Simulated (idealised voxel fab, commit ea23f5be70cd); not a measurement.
The following process module bears the name voxel tone inversion.
Cross-section cut: width 270 nm, square cells of 5 nm.
How to read a cross-section here: the picture is a grid of square cells, written as bands going from the top down, and any band can span one or more rows of cells.
This entry defines a band. It first specifies the height of the band's top and the height of its bottom in nm, and then specifies the band's materials from left to right, stating each material with its width in nm. The word "everywhere" identifies a single material that fills the band from edge to edge, while the word "air" identifies empty space.
Counting heights begins at 0, where everything beneath is, in the wafer as received, one material. The lowest band has no bottom; it goes on downwards, as "0 and below" shows.
Quick explanation for "30..40": the width changes in equal steps down the rows of cells, from the first number in the band's top row to the second number in its bottom row.
Where the words "no alteration" appear for a step, the cross-section shows no cell changed by that step; every cell remained as before.
Listed in "Trapped voids": every empty space of 8 or more cells without an open way to the top. Form: width x height at distance, the distance being from the left edge, all in nm.
Whatever follows a step's settings on its line is a remark the simulator itself makes about that step.
The optional step-line setting "overlay nm" applies to steps with a mask and quantifies how far to the right of its planned location the mask lay, a negative value indicating leftward placement.
**Process steps - plan**
1) RECEIVE: material Si
2) CONFORMAL_DEP: material SiCN, thk nm 5
3) DIRECTIONAL_DEP: material aC, thk nm 25
4) PATTERN: tone cover, mask id POSTS, material resist, width nm 25, pitch nm 45, thk nm 35, overlay nm 0
5) DIRECTIONAL_ETCH: etch materials aC, depth nm 25
6) STRIP: etch materials resist
7) FILL_DEP: material lowk, thk nm 5
8) CMP: height nm 30
9) STRIP: etch materials aC
**The cross-section here shows the wafer as received, i.e. in its state after step 1**
    0 and below: Si everywhere
    Trapped voids: none
**Final wafer profile in cross-section after the module, from the same start and plan as above, with one mistake made during processing**
    20 down to 5: lowk: 100, air: 25, lowk: 20, air: 25, lowk: 100
    5 down to 0: SiCN everywhere
    0 and below: Si everywhere
    Trapped voids: none
Error vs. plan: for step 8, the planned setting was not used; the step was instead run as CMP: height nm 20
